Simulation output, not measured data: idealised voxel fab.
process module | voxel self aligned contacts
cross-section cut | 260 nm wide | cells 5 nm
A cross-section is a grid of square cells, given in bands from the top down. A band is one or more rows of cells.
Each band's line starts with the height of the band's top and of its bottom, in nm. Then come its materials from left to right, each with its width in nm. One material with "throughout" fills the band from edge to edge. "air" is empty space.
Height 0 is the level under which the wafer as received is all one material. The lowest band goes on downwards, as in "0 down".
A width such as "30 to 40" changes by the same amount from each row of cells to the next, from the band's top row to its bottom row.
"no change" after a step means that no cell of the cross-section changed.
closed voids: empty space of 8 cells or more with no open way to the top, each as width x height at its distance from the left edge, in nm
after a step's settings: what the simulator itself notes on the step
overlay nm, on a step with a mask: how far to the right of its planned place the mask lay; to the left if negative
plan
1 op RECEIVE | material Si
2 op CONFORMAL_DEP | material SiO2 | thk nm 5
3 op DIRECTIONAL_DEP | material polySi | thk nm 30
4 op DIRECTIONAL_DEP | material SiN | thk nm 25
5 op MASKED_ETCH | tone cover | mask id GATE | width nm 30 | pitch nm 75 | etch materials SiN | depth nm 25 | overlay nm 0
6 op MASKED_ETCH | tone cover | mask id GATE | width nm 30 | pitch nm 75 | etch materials polySi | depth nm 30 | overlay nm 0
7 op CONFORMAL_DEP | material SiN | thk nm 10
8 op DIRECTIONAL_ETCH | etch materials SiN | depth nm 10
9 op FILL_DEP | material SiO2 | thk nm 15
10 op CMP | height nm 65
11 op MASKED_ETCH | tone open | mask id CONTACT | width nm 55 | etch materials SiO2 | depth nm 65 | overlay nm 0
12 op CONFORMAL_DEP | material TiN | thk nm 5
13 op FILL_DEP | material W | thk nm 5
14 op CMP | height nm 65
15 op CONFORMAL_DEP | material SiN | thk nm 5
varied across the wafers: thk nm of step 2. The plan shows the first wafer's value. All wafers start alike
first wafer as received, after step 1
  0 down: Si throughout
  closed voids: none
each wafer at the end: cells of each material gained (+) or lost (-) since it was received, then its closed voids
thk nm 5 | +200 SiN | +385 SiO2 | +35 TiN | +36 W | +72 polySi | closed voids: none
thk nm 10 | +200 SiN | +391 SiO2 | +29 TiN | +36 W | +72 polySi | closed voids: none
thk nm 15 | +180 SiN | +411 SiO2 | +29 TiN | +36 W | +72 polySi | closed voids: none
thk nm 20 | +160 SiN | +431 SiO2 | +29 TiN | +36 W | +72 polySi | closed voids: none
